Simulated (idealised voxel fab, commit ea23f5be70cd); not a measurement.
Documented hereafter: the process module known as voxel ribs on slabs.
We display cut, a cross-section 260 nm in width whose square cells are each 5 nm.
In what follows, cross-sections appear as grids of square cells, described through bands that run from the top down, where every band is one or more rows of cells.
In this notation a band is specified by the heights of its top and bottom, in that order and in nm, after which its materials appear from left to right, each paired with its width in nm. The word "throughout" attached to a single material means that material fills the band from edge to edge; the word "air" stands for empty space.
The level at which height equals 0 is the one under which the wafer, as it arrives, is entirely one material. No lower edge exists for the bottom band, which continues downward and is notated as in "0 down".
Quick explanation for "30..40": the width changes in equal steps down the rows of cells, from the first number in the band's top row to the second number in its bottom row.
"same as before" after a step means that no cell of the cross-section changed.
In "Closed cavities" the enclosed voids are listed, meaning empty spaces of 8 cells or larger without any opening to the top. The form is width x height at distance, distance from the left edge, units nm.
If you see something after the settings on a step's line, that's the simulator's own remark about that step.
The setting "overlay nm" may be written on the line of a step. When the step uses a mask, the value reports how far to the right of the planned place the mask lay, and a negative value reports that it lay to the left.

[Planned process steps]
| 1 | RECEIVE, material Si |
| 2 | DIRECTIONAL_DEP, material SiO2, thk nm 30 |
| 3 | DIRECTIONAL_DEP, material polySi, thk nm 15 |
| 4 | DIRECTIONAL_DEP, material aC, thk nm 10 |
| 5 | PATTERN, tone cover, mask id RIB, material resist, width nm 15, thk nm 30, overlay nm 0 |
| 6 | DIRECTIONAL_ETCH, etch materials aC, depth nm 10 |
| 7 | STRIP, etch materials resist |
| 8 | DIRECTIONAL_ETCH, etch materials polySi, depth nm 10 |
| 9 | STRIP, etch materials aC |
| 10 | MASKED_ETCH, tone cover, mask id SLAB, width nm 75, etch materials polySi, depth nm 5, overlay nm 0 |
| 11 | FILL_DEP, material SiO2, thk nm 15 |
| 12 | CMP, height nm 55 |
| 13 | DIRECTIONAL_DEP, material W, thk nm 10 |
| 14 | DIRECTIONAL_DEP, material aC, thk nm 15 |
| 15 | PATTERN, tone cover, mask id HEATER, material resist, width nm 25, thk nm 30, overlay nm 0 |
| 16 | DIRECTIONAL_ETCH, etch materials aC, depth nm 15 |
| 17 | STRIP, etch materials resist |
| 18 | DIRECTIONAL_ETCH, etch materials W, depth nm 10 |
| 19 | STRIP, etch materials aC |
| 20 | CONFORMAL_DEP, material SiN, thk nm 5 |

[The first of two wafers, run as planned]

[As received (post step 1): cross-section]
  0 down  Si throughout
  Closed cavities: none

[Sectional view: wafer, after step 2]
  30 to 0  SiO2 throughout
  All layers under 0 are left as they were.

[Sectional view: wafer, after step 3]
  45 to 30  polySi throughout
  All layers under 30 are left as they were.

[Sectional view: wafer, after step 4]
  55 to 45  aC throughout
  All layers under 45 are left as they were.

[Sectional view: wafer, after step 5]
  85 to 55  air (120), then resist (15), then air (125)
  All layers under 55 are left as they were.

[Sectional view: wafer, after step 6]
  75 to 55  air (120), then resist (15), then air (125)
  55 to 45  air (120), then aC (15), then air (125)
  All layers under 45 are left as they were.

[Sectional view: wafer, after step 7]
  55 to 45  air (120), then aC (15), then air (125)
  All layers under 45 are left as they were.

[Sectional view: wafer, after step 8]
  55 to 45  air (120), then aC (15), then air (125)
  45 to 35  air (120), then polySi (15), then air (125)
  All layers under 35 are left as they were.

[Sectional view: wafer, after step 9]
  45 to 35  air (120), then polySi (15), then air (125)
  All layers under 35 are left as they were.

[Sectional view: wafer, after step 10]
  45 to 35  air (120), then polySi (15), then air (125)
  35 to 30  air (90), then polySi (75), then air (95)
  All layers under 30 are left as they were.

[Sectional view: wafer, after step 11]
  60 to 45  SiO2 throughout
  45 to 35  SiO2 (120), then polySi (15), then SiO2 (125)
  35 to 30  SiO2 (90), then polySi (75), then SiO2 (95)
  All layers under 30 are left as they were.

[Sectional view: wafer, after step 12]
  55 to 45  SiO2 throughout
  All layers under 45 are left as they were.

[Sectional view: wafer, after step 13]
  65 to 55  W throughout
  All layers under 55 are left as they were.

[Sectional view: wafer, after step 14]
  80 to 65  aC throughout
  All layers under 65 are left as they were.

[Sectional view: wafer, after step 15]
  110 to 80  air (115), then resist (25), then air (120)
  All layers under 80 are left as they were.

[Sectional view: wafer, after step 16]
  95 to 80  air (115), then resist (25), then air (120)
  80 to 65  air (115), then aC (25), then air (120)
  All layers under 65 are left as they were.

[Sectional view: wafer, after step 17]
  80 to 65  air (115), then aC (25), then air (120)
  All layers under 65 are left as they were.

[Sectional view: wafer, after step 18]
  80 to 65  air (115), then aC (25), then air (120)
  65 to 55  air (115), then W (25), then air (120)
  All layers under 55 are left as they were.

[Sectional view: wafer, after step 19]
  65 to 55  air (115), then W (25), then air (120)
  All layers under 55 are left as they were.

[Sectional view: wafer, after step 20]
  70 to 65  air (110), then SiN (35), then air (115)
  65 to 60  air (110), then SiN (5), then W (25), then SiN (5), then air (115)
  60 to 55  SiN (115), then W (25), then SiN (120)
  All layers under 55 are left as they were.

[Second wafer. Start and plan as for the first. One mistake made in running. Agrees with the first up to and including step 1]

[Look at the second wafer in cross-section at the time step 2 ought to have finished]
  15 to 0  polySi throughout
  All layers under 0 are left as they were.

[Look at the second wafer in cross-section at the time step 3 ought to have finished]
  45 to 15  SiO2 throughout
  All layers under 15 are left as they were.

[Look at the second wafer in cross-section at the time step 4 ought to have finished]
  55 to 45  aC throughout
  All layers under 45 are left as they were.

[Look at the second wafer in cross-section at the time step 5 ought to have finished]
  85 to 55  air (120), then resist (15), then air (125)
  All layers under 55 are left as they were.

[Look at the second wafer in cross-section at the time step 6 ought to have finished]
  75 to 55  air (120), then resist (15), then air (125)
  55 to 45  air (120), then aC (15), then air (125)
  All layers under 45 are left as they were.

[Look at the second wafer in cross-section at the time step 7 ought to have finished]
  55 to 45  air (120), then aC (15), then air (125)
  All layers under 45 are left as they were.

Look at the second wafer in cross-section at the time step 8 ought to have finished: same as before

[Look at the second wafer in cross-section at the time step 9 ought to have finished]
  45 to 15  SiO2 throughout
  All layers under 15 are left as they were.

Look at the second wafer in cross-section at the time step 10 ought to have finished: same as before

[Look at the second wafer in cross-section at the time step 11 ought to have finished]
  60 to 15  SiO2 throughout
  All layers under 15 are left as they were.

[Look at the second wafer in cross-section at the time step 12 ought to have finished]
  55 to 15  SiO2 throughout
  All layers under 15 are left as they were.

[Look at the second wafer in cross-section at the time step 13 ought to have finished]
  65 to 55  W throughout
  All layers under 55 are left as they were.

[Look at the second wafer in cross-section at the time step 14 ought to have finished]
  80 to 65  aC throughout
  All layers under 65 are left as they were.

[Look at the second wafer in cross-section at the time step 15 ought to have finished]
  110 to 80  air (115), then resist (25), then air (120)
  All layers under 80 are left as they were.

[Look at the second wafer in cross-section at the time step 16 ought to have finished]
  95 to 80  air (115), then resist (25), then air (120)
  80 to 65  air (115), then aC (25), then air (120)
  All layers under 65 are left as they were.

[Look at the second wafer in cross-section at the time step 17 ought to have finished]
  80 to 65  air (115), then aC (25), then air (120)
  All layers under 65 are left as they were.

[Look at the second wafer in cross-section at the time step 18 ought to have finished]
  80 to 65  air (115), then aC (25), then air (120)
  65 to 55  air (115), then W (25), then air (120)
  All layers under 55 are left as they were.

[Look at the second wafer in cross-section at the time step 19 ought to have finished]
  65 to 55  air (115), then W (25), then air (120)
  All layers under 55 are left as they were.

[Look at the second wafer in cross-section at the time step 20 ought to have finished]
  70 to 65  air (110), then SiN (35), then air (115)
  65 to 60  air (110), then SiN (5), then W (25), then SiN (5), then air (115)
  60 to 55  SiN (115), then W (25), then SiN (120)
  All layers under 55 are left as they were.
Diagnosis: deviation from plan: step 3 and step 2 executed in one another's positions
Wrapping up, a cell-based count of both wafers puts the second over or under the first for these materials: -135 SiO2, +135 polySi
